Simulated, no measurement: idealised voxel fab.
process module | voxel double patterning
cross-section cut | 180 nm wide | cells 5 nm
A cross-section is a grid of square cells, given in bands from the top down. A band is one or more rows of cells.
Each band's line starts with the height of the band's top and of its bottom, in nm. Then come its materials from left to right, each with its width in nm. One material with "throughout" fills the band from edge to edge. "air" is empty space.
Height 0 is the level under which the wafer as received is all one material. The lowest band goes on downwards, as in "0 down".
A width such as "30 to 40" changes by the same amount from each row of cells to the next, from the band's top row to its bottom row.
"no change" after a step means that no cell of the cross-section changed.
closed voids: empty space of 8 cells or more with no open way to the top, each as width x height at its distance from the left edge, in nm
after a step's settings: what the simulator itself notes on the step
overlay nm, on a step with a mask: how far to the right of its planned place the mask lay; to the left if negative
plan
1 op RECEIVE | material Si
2 op CONFORMAL_DEP | material SiO2 | thk nm 5
3 op DIRECTIONAL_DEP | material W | thk nm 20
4 op DIRECTIONAL_DEP | material SiCN | thk nm 5
5 op MASKED_ETCH | tone open | mask id FIRST | width nm 15 | pitch nm 50 | etch materials SiCN | depth nm 5 | overlay nm 0
6 op PATTERN | tone open | mask id SECOND | material resist | width nm 15 | pitch nm 50 | thk nm 15 | overlay nm 0
7 op DIRECTIONAL_ETCH | etch materials SiCN | depth nm 5
8 op STRIP | etch materials resist
9 op DIRECTIONAL_ETCH | etch materials W | depth nm 20
10 op STRIP | etch materials SiCN
first wafer, as planned
as received, after step 1
  0 down: Si throughout
  closed voids: none
after step 2
  5 to 0: SiO2 throughout
  below 0: unchanged
after step 3
  25 to 5: W throughout
  below 5: unchanged
after step 4
  30 to 25: SiCN throughout
  below 25: unchanged
after step 5
  30 to 25: SiCN 30 | air 15 | SiCN 35 | air 15 | SiCN 35 | air 15 | SiCN 35
  below 25: unchanged
after step 6
  45 to 30: resist 55 | air 15 | resist 35 | air 15 | resist 60
  30 to 25: SiCN 30 | resist 15 | SiCN 35 | resist 15 | SiCN 35 | resist 15 | SiCN 35
  below 25: unchanged
after step 7
  45 to 30: resist 55 | air 15 | resist 35 | air 15 | resist 60
  30 to 25: SiCN 30 | resist 15 | SiCN 10 | air 15 | SiCN 10 | resist 15 | SiCN 10 | air 15 | SiCN 10 | resist 15 | SiCN 35
  below 25: unchanged
after step 8
  30 to 25: SiCN 30 | air 15 | SiCN 10 | air 15 | SiCN 10 | air 15 | SiCN 10 | air 15 | SiCN 10 | air 15 | SiCN 35
  below 25: unchanged
after step 9
  30 to 25: SiCN 30 | air 15 | SiCN 10 | air 15 | SiCN 10 | air 15 | SiCN 10 | air 15 | SiCN 10 | air 15 | SiCN 35
  25 to 5: W 30 | air 15 | W 10 | air 15 | W 10 | air 15 | W 10 | air 15 | W 10 | air 15 | W 35
  below 5: unchanged
after step 10
  25 to 5: W 30 | air 15 | W 10 | air 15 | W 10 | air 15 | W 10 | air 15 | W 10 | air 15 | W 35
  below 5: unchanged
second wafer: like start, like plan, one mistake. Through step 3 it matches the first wafer
when step 4 should have ended
  30 to 5: W throughout
  below 5: unchanged
when step 5 should have ended: no change
when step 6 should have ended
  45 to 30: resist 55 | air 15 | resist 35 | air 15 | resist 60
  below 30: unchanged
when step 7 should have ended: no change
when step 8 should have ended
  30 to 5: W throughout
  below 5: unchanged
when step 9 should have ended
  10 to 5: W throughout
  below 5: unchanged
when step 10 should have ended: no change
what went wrong: step 4 ran as: op DIRECTIONAL_DEP | material W | thk nm 5
at the end the second wafer has, in cells: 48 fewer of W
